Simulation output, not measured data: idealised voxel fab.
Process module under the name voxel self aligned vias
It is cross-section cut that appears here, measuring 290 nm in width, its square cells being 5 nm in size.
Format of a cross-section: grid, square cells. Given as bands. Order: top down. Band: one or more rows of cells. Per band: top height and bottom height in nm, followed by the left-to-right materials and their widths in nm; "everywhere" marks a single material spanning edge to edge, "air" marks empty space. Heights are expressed relative to 0, this being the level below which the as-received wafer comprises one material exclusively. The lowest band is unbounded in the downward direction and is denoted as in "0 and below". Width: "30 to 40" (first number = top row, second number = bottom row, same change from row to row of cells). Basically "all unchanged" means that step didn't change any cell in the cross-section. Enclosed voids (no open way to top), threshold 8 cells or more, entry "Completely sealed voids", notation width x height at distance, distance from left edge, nm. On a step's line, text after the settings is the simulator commenting on that step. You can add "overlay nm" to a step's line. For a step with a mask, it describes how far the mask lay to the right of its planned position, and a negative number describes a lay to the left.
Process steps (planned)
| 1 | RECEIVE | material Si |
| 2 | CONFORMAL_DEP | material SiO2 | thk nm 15 |
| 3 | CONFORMAL_DEP | material SiCN | thk nm 5 |
| 4 | DIRECTIONAL_DEP | material lowk | thk nm 30 |
| 5 | DIRECTIONAL_DEP | material aC | thk nm 15 |
| 6 | PATTERN | tone open | mask id LINES | material resist | width nm 25 | pitch nm 60 | thk nm 35 | overlay nm 0 |
| 7 | DIRECTIONAL_ETCH | etch materials aC | depth nm 15 |
| 8 | STRIP | etch materials resist |
| 9 | DIRECTIONAL_ETCH | etch materials lowk | depth nm 30 |
| 10 | STRIP | etch materials aC |
| 11 | CONFORMAL_DEP | material TiN | thk nm 5 |
| 12 | FILL_DEP | material W | thk nm 10 |
| 13 | CMP | height nm 50 |
| 14 | SELECTIVE_ETCH | etch materials W Ru TiN | depth nm 5 |
| 15 | FILL_DEP | material SiN | thk nm 10 |
| 16 | CMP | height nm 50 |
| 17 | DIRECTIONAL_DEP | material lowk | thk nm 15 |
| 18 | MASKED_ETCH | tone open | mask id VIAS | width nm 45 | pitch nm 60 | etch materials lowk | depth nm 15 | overlay nm 0 |
| 19 | MASKED_ETCH | tone open | mask id VIAS | width nm 45 | pitch nm 60 | etch materials SiN | depth nm 5 | overlay nm 0 |
| 20 | CONFORMAL_DEP | material TiN | thk nm 5 |
| 21 | FILL_DEP | material Cu | thk nm 5 |
| 22 | CMP | height nm 65 |
| 23 | CONFORMAL_DEP | material SiCN | thk nm 5 |
First wafer, as planned
Received-state cross-section, reflecting completion of step 1
    0 and below = Si everywhere
    Completely sealed voids: none
After step 2, in cross-section
    15 down to 0 = SiO2 everywhere
    Beneath the level 0, the cross-section is identical to its previous state.
After step 3, in cross-section
    20 down to 15 = SiCN everywhere
    Beneath the level 15, the cross-section is identical to its previous state.
After step 4, in cross-section
    50 down to 20 = lowk everywhere
    Beneath the level 20, the cross-section is identical to its previous state.
After step 5, in cross-section
    65 down to 50 = aC everywhere
    Beneath the level 50, the cross-section is identical to its previous state.
After step 6, in cross-section
    100 down to 65 = resist=70, air=25, resist=35, air=25, resist=35, air=25, resist=75
    Beneath the level 65, the cross-section is identical to its previous state.
After step 7, in cross-section
    85 down to 65 = resist=70, air=25, resist=35, air=25, resist=35, air=25, resist=75
    65 down to 50 = aC=70, air=25, aC=35, air=25, aC=35, air=25, aC=75
    Beneath the level 50, the cross-section is identical to its previous state.
After step 8, in cross-section
    65 down to 50 = aC=70, air=25, aC=35, air=25, aC=35, air=25, aC=75
    Beneath the level 50, the cross-section is identical to its previous state.
After step 9, in cross-section
    65 down to 50 = aC=70, air=25, aC=35, air=25, aC=35, air=25, aC=75
    50 down to 20 = lowk=70, air=25, lowk=35, air=25, lowk=35, air=25, lowk=75
    Beneath the level 20, the cross-section is identical to its previous state.
After step 10, in cross-section
    50 down to 20 = lowk=70, air=25, lowk=35, air=25, lowk=35, air=25, lowk=75
    Beneath the level 20, the cross-section is identical to its previous state.
After step 11, in cross-section
    55 down to 50 = TiN=75, air=15, TiN=45, air=15, TiN=45, air=15, TiN=80
    50 down to 25 = lowk=70, TiN=5, air=15, TiN=5, lowk=35, TiN=5, air=15, TiN=5, lowk=35, TiN=5, air=15, TiN=5, lowk=75
    25 down to 20 = lowk=70, TiN=25, lowk=35, TiN=25, lowk=35, TiN=25, lowk=75
    Beneath the level 20, the cross-section is identical to its previous state.
After step 12, in cross-section
    65 down to 55 = W everywhere
    55 down to 50 = TiN=75, W=15, TiN=45, W=15, TiN=45, W=15, TiN=80
    50 down to 25 = lowk=70, TiN=5, W=15, TiN=5, lowk=35, TiN=5, W=15, TiN=5, lowk=35, TiN=5, W=15, TiN=5, lowk=75
    Beneath the level 25, the cross-section is identical to its previous state.
After step 13, in cross-section
    50 down to 25 = lowk=70, TiN=5, W=15, TiN=5, lowk=35, TiN=5, W=15, TiN=5, lowk=35, TiN=5, W=15, TiN=5, lowk=75
    Beneath the level 25, the cross-section is identical to its previous state.
After step 14, in cross-section
    50 down to 45 = lowk=70, air=25, lowk=35, air=25, lowk=35, air=25, lowk=75
    Beneath the level 45, the cross-section is identical to its previous state.
After step 15, in cross-section
    60 down to 50 = SiN everywhere
    50 down to 45 = lowk=70, SiN=25, lowk=35, SiN=25, lowk=35, SiN=25, lowk=75
    Beneath the level 45, the cross-section is identical to its previous state.
After step 16, in cross-section
    50 down to 45 = lowk=70, SiN=25, lowk=35, SiN=25, lowk=35, SiN=25, lowk=75
    Beneath the level 45, the cross-section is identical to its previous state.
After step 17, in cross-section
    65 down to 50 = lowk everywhere
    Beneath the level 50, the cross-section is identical to its previous state.
After step 18, in cross-section
    65 down to 50 = lowk=60, air=45, lowk=15, air=45, lowk=15, air=45, lowk=65
    Beneath the level 50, the cross-section is identical to its previous state.
After step 19, in cross-section
    65 down to 50 = lowk=60, air=45, lowk=15, air=45, lowk=15, air=45, lowk=65
    50 down to 45 = lowk=70, air=25, lowk=35, air=25, lowk=35, air=25, lowk=75
    Beneath the level 45, the cross-section is identical to its previous state.
After step 20, in cross-section
    70 down to 65 = TiN=65, air=35, TiN=25, air=35, TiN=25, air=35, TiN=70
    65 down to 55 = lowk=60, TiN=5, air=35, TiN=5, lowk=15, TiN=5, air=35, TiN=5, lowk=15, TiN=5, air=35, TiN=5, lowk=65
    55 down to 50 = lowk=60, TiN=15, air=15, TiN=15, lowk=15, TiN=15, air=15, TiN=15, lowk=15, TiN=15, air=15, TiN=15, lowk=65
    50 down to 45 = lowk=70, TiN=25, lowk=35, TiN=25, lowk=35, TiN=25, lowk=75
    Beneath the level 45, the cross-section is identical to its previous state.
After step 21, in cross-section
    75 down to 70 = Cu everywhere
    70 down to 65 = TiN=65, Cu=35, TiN=25, Cu=35, TiN=25, Cu=35, TiN=70
    65 down to 55 = lowk=60, TiN=5, Cu=35, TiN=5, lowk=15, TiN=5, Cu=35, TiN=5, lowk=15, TiN=5, Cu=35, TiN=5, lowk=65
    55 down to 50 = lowk=60, TiN=15, Cu=15, TiN=15, lowk=15, TiN=15, Cu=15, TiN=15, lowk=15, TiN=15, Cu=15, TiN=15, lowk=65
    Beneath the level 50, the cross-section is identical to its previous state.
After step 22, in cross-section
    65 down to 55 = lowk=60, TiN=5, Cu=35, TiN=5, lowk=15, TiN=5, Cu=35, TiN=5, lowk=15, TiN=5, Cu=35, TiN=5, lowk=65
    Beneath the level 55, the cross-section is identical to its previous state.
After step 23, in cross-section
    70 down to 65 = SiCN everywhere
    Beneath the level 65, the cross-section is identical to its previous state.
Wafer two: like wafer one in start and plan, but with one mistake in execution; identical up to and including step 5
Second wafer, cross-section, planned end of step 6
    100 down to 65 = resist=70, air=30, resist=30, air=30, resist=30, air=30, resist=70
    Beneath the level 65, the cross-section is identical to its previous state.
Second wafer, cross-section, planned end of step 7
    85 down to 65 = resist=70, air=30, resist=30, air=30, resist=30, air=30, resist=70
    65 down to 50 = aC=70, air=30, aC=30, air=30, aC=30, air=30, aC=70
    Beneath the level 50, the cross-section is identical to its previous state.
Second wafer, cross-section, planned end of step 8
    65 down to 50 = aC=70, air=30, aC=30, air=30, aC=30, air=30, aC=70
    Beneath the level 50, the cross-section is identical to its previous state.
Second wafer, cross-section, planned end of step 9
    65 down to 50 = aC=70, air=30, aC=30, air=30, aC=30, air=30, aC=70
    50 down to 20 = lowk=70, air=30, lowk=30, air=30, lowk=30, air=30, lowk=70
    Beneath the level 20, the cross-section is identical to its previous state.
Second wafer, cross-section, planned end of step 10
    50 down to 20 = lowk=70, air=30, lowk=30, air=30, lowk=30, air=30, lowk=70
    Beneath the level 20, the cross-section is identical to its previous state.
Second wafer, cross-section, planned end of step 11
    55 down to 50 = TiN=75, air=20, TiN=40, air=20, TiN=40, air=20, TiN=75
    50 down to 25 = lowk=70, TiN=5, air=20, TiN=5, lowk=30, TiN=5, air=20, TiN=5, lowk=30, TiN=5, air=20, TiN=5, lowk=70
    25 down to 20 = lowk=70, TiN=30, lowk=30, TiN=30, lowk=30, TiN=30, lowk=70
    Beneath the level 20, the cross-section is identical to its previous state.
Second wafer, cross-section, planned end of step 12
    65 down to 55 = W everywhere
    55 down to 50 = TiN=75, W=20, TiN=40, W=20, TiN=40, W=20, TiN=75
    50 down to 25 = lowk=70, TiN=5, W=20, TiN=5, lowk=30, TiN=5, W=20, TiN=5, lowk=30, TiN=5, W=20, TiN=5, lowk=70
    Beneath the level 25, the cross-section is identical to its previous state.
Second wafer, cross-section, planned end of step 13
    50 down to 25 = lowk=70, TiN=5, W=20, TiN=5, lowk=30, TiN=5, W=20, TiN=5, lowk=30, TiN=5, W=20, TiN=5, lowk=70
    Beneath the level 25, the cross-section is identical to its previous state.
Second wafer, cross-section, planned end of step 14
    50 down to 45 = lowk=70, air=30, lowk=30, air=30, lowk=30, air=30, lowk=70
    Beneath the level 45, the cross-section is identical to its previous state.
Second wafer, cross-section, planned end of step 15
    60 down to 50 = SiN everywhere
    50 down to 45 = lowk=70, SiN=30, lowk=30, SiN=30, lowk=30, SiN=30, lowk=70
    Beneath the level 45, the cross-section is identical to its previous state.
Second wafer, cross-section, planned end of step 16
    50 down to 45 = lowk=70, SiN=30, lowk=30, SiN=30, lowk=30, SiN=30, lowk=70
    Beneath the level 45, the cross-section is identical to its previous state.
Second wafer, cross-section, planned end of step 17
    65 down to 50 = lowk everywhere
    Beneath the level 50, the cross-section is identical to its previous state.
Second wafer, cross-section, planned end of step 18
    65 down to 50 = lowk=60, air=45, lowk=15, air=45, lowk=15, air=45, lowk=65
    Beneath the level 50, the cross-section is identical to its previous state.
Second wafer, cross-section, planned end of step 19
    65 down to 50 = lowk=60, air=45, lowk=15, air=45, lowk=15, air=45, lowk=65
    50 down to 45 = lowk=70, air=30, lowk=30, air=30, lowk=30, air=30, lowk=70
    Beneath the level 45, the cross-section is identical to its previous state.
Second wafer, cross-section, planned end of step 20
    70 down to 65 = TiN=65, air=35, TiN=25, air=35, TiN=25, air=35, TiN=70
    65 down to 55 = lowk=60, TiN=5, air=35, TiN=5, lowk=15, TiN=5, air=35, TiN=5, lowk=15, TiN=5, air=35, TiN=5, lowk=65
    55 down to 50 = lowk=60, TiN=15, air=20, TiN=10, lowk=15, TiN=15, air=20, TiN=10, lowk=15, TiN=15, air=20, TiN=10, lowk=65
    50 down to 45 = lowk=70, TiN=30, lowk=30, TiN=30, lowk=30, TiN=30, lowk=70
    Beneath the level 45, the cross-section is identical to its previous state.
Second wafer, cross-section, planned end of step 21
    75 down to 70 = Cu everywhere
    70 down to 65 = TiN=65, Cu=35, TiN=25, Cu=35, TiN=25, Cu=35, TiN=70
    65 down to 55 = lowk=60, TiN=5, Cu=35, TiN=5, lowk=15, TiN=5, Cu=35, TiN=5, lowk=15, TiN=5, Cu=35, TiN=5, lowk=65
    55 down to 50 = lowk=60, TiN=15, Cu=20, TiN=10, lowk=15, TiN=15, Cu=20, TiN=10, lowk=15, TiN=15, Cu=20, TiN=10, lowk=65
    Beneath the level 50, the cross-section is identical to its previous state.
Second wafer, cross-section, planned end of step 22
    65 down to 55 = lowk=60, TiN=5, Cu=35, TiN=5, lowk=15, TiN=5, Cu=35, TiN=5, lowk=15, TiN=5, Cu=35, TiN=5, lowk=65
    Beneath the level 55, the cross-section is identical to its previous state.
Second wafer, cross-section, planned end of step 23
    70 down to 65 = SiCN everywhere
    Beneath the level 65, the cross-section is identical to its previous state.
Error vs. plan: off-plan run, step 6, actual operation and settings PATTERN | tone open | mask id LINES | material resist | width nm 30 | pitch nm 60 | thk nm 35 | overlay nm 0
The second wafer ends with more or fewer cells of some materials than the first, per final count: Cu: 3 more, TiN: 3 more, W: 12 more, lowk: 18 fewer
